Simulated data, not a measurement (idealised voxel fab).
Module name: voxel self aligned contacts (process module)
The figure presents cross-section cut, which has a width of 155 nm and is divided into square cells with an edge length of 5 nm.
Think of the cross-section as a grid of square cells. We describe it in bands, top to bottom, and each band covers one or more rows of those cells.
First you get the band's top height and its bottom height, in nm, and then the materials it's made of, left to right, with each width in nm. If you see a single material with "edge to edge", that one covers the band edge to edge. "blank" is empty space.
Height is counted from the level 0, under which the received wafer is composed throughout of one material. The lowest of the bands is not closed at the bottom but continues downward, in the notation "0 and below".
Think of "30 to 40" as a width that walks from the first number to the second as you go down the band, top row to bottom row, taking equal-sized steps from row to row.
"no alterations made" after a step means that no cell of the cross-section changed.
Heads up: "Enclosed internal cavities" only lists the empty pockets with no open path to the top that are 8 cells or more, and it writes them as width x height at distance, distance from the left edge, in nm.
Whatever follows a step's settings on its line is a remark the simulator itself makes about that step.
When a step includes a mask, the "overlay nm" setting on its line states how far to the right of its planned place that mask lay, and negative values state how far to the left.
# The following list gives the planned process steps
step 1: RECEIVE: material Si
step 2: OXIDIZE: depth nm 5
step 3: DIRECTIONAL_DEP: material polySi, thk nm 20
step 4: DIRECTIONAL_DEP: material SiN, thk nm 15
step 5: PATTERN: tone cover, mask id GATE, material resist, width nm 25, pitch nm 50, thk nm 15, overlay nm 0
step 6: DIRECTIONAL_ETCH: etch materials SiN, depth nm 15
step 7: DIRECTIONAL_ETCH: etch materials polySi, depth nm 30
step 8: STRIP: etch materials resist
step 9: CONFORMAL_DEP: material SiN, thk nm 5
step 10: DIRECTIONAL_ETCH: etch materials SiN, depth nm 5
step 11: FILL_DEP: material SiO2, thk nm 15
step 12: CMP: height nm 50
step 13: PATTERN: tone open, mask id CONTACT, material resist, width nm 35, thk nm 20, overlay nm 0
step 14: DIRECTIONAL_ETCH: etch materials SiO2, depth nm 55
step 15: STRIP: etch materials resist
step 16: CONFORMAL_DEP: material TiN, thk nm 5
step 17: FILL_DEP: material Ru, thk nm 10
step 18: CMP: height nm 50
step 19: CONFORMAL_DEP: material SiCN, thk nm 5
Among the wafers covered here, the point of difference is the thk nm at step 3; their starting state is shared, and the plan presents the value of the first wafer.
# As-received state after step 1, first of several wafers, cross-section
> 0 and below | Si edge to edge
> Enclosed internal cavities: none
# Here's the first of several wafers in cross-section, end of the module, after the last step, step 19
> 55 down to 50 | SiCN edge to edge
> 50 down to 40 | SiO2 60 nm, TiN 5 nm, Ru 25 nm, TiN 5 nm, SiO2 60 nm
> 40 down to 35 | SiO2 60 nm, TiN 15 nm, Ru 5 nm, TiN 15 nm, SiO2 60 nm
> 35 down to 20 | SiO2 35 nm, SiN 35 nm, TiN 5 nm, Ru 5 nm, TiN 5 nm, SiN 35 nm, SiO2 35 nm
> 20 down to 0 | SiO2 35 nm, SiN 5 nm, polySi 25 nm, SiN 5 nm, TiN 5 nm, Ru 5 nm, TiN 5 nm, SiN 5 nm, polySi 25 nm, SiN 5 nm, SiO2 35 nm
> 0 down to -5 | SiO2 70 nm, TiN 15 nm, SiO2 70 nm
> -5 and below | Si edge to edge
> Enclosed internal cavities: none
# Cross-section at module completion, last wafer
> 55 down to 50 | SiCN edge to edge
> 50 down to 45 | SiO2 35 nm, SiN 35 nm, TiN 5 nm, Ru 5 nm, TiN 5 nm, SiN 35 nm, SiO2 35 nm
> 45 down to 20 | SiO2 35 nm, SiN 5 nm, polySi 25 nm, SiN 5 nm, TiN 5 nm, Ru 5 nm, TiN 5 nm, SiN 5 nm, polySi 25 nm, SiN 5 nm, SiO2 35 nm
> 20 down to 15 | SiO2 35 nm, SiN 5 nm, polySi 25 nm, SiN 5 nm, TiN 15 nm, SiN 5 nm, polySi 25 nm, SiN 5 nm, SiO2 35 nm
> 15 down to 0 | polySi edge to edge
> 0 down to -5 | SiO2 edge to edge
> -5 and below | Si edge to edge
> Enclosed internal cavities: none
# Basically each wafer gets a line in the table, showing it at the end of the module: material by material, the cells it gained (+) or lost (-) since we got it, then its closed voids
thk nm 20; +18 Ru; -31 Si; +31 SiCN; +58 SiN; +198 SiO2; +27 TiN; +40 polySi; Enclosed internal cavities: none
thk nm 25; +14 Ru; -31 Si; +31 SiCN; +62 SiN; +188 SiO2; +27 TiN; +50 polySi; Enclosed internal cavities: none
thk nm 30; +10 Ru; -31 Si; +31 SiCN; +66 SiN; +178 SiO2; +27 TiN; +60 polySi; Enclosed internal cavities: none
thk nm 35; +8 Ru; -31 Si; +31 SiCN; +66 SiN; +157 SiO2; +19 TiN; +91 polySi; Enclosed internal cavities: none
thk nm 40; +7 Ru; -31 Si; +31 SiCN; +52 SiN; +143 SiO2; +17 TiN; +122 polySi; Enclosed internal cavities: none
thk nm 45; +6 Ru; -31 Si; +31 SiCN; +38 SiN; +129 SiO2; +15 TiN; +153 polySi; Enclosed internal cavities: none
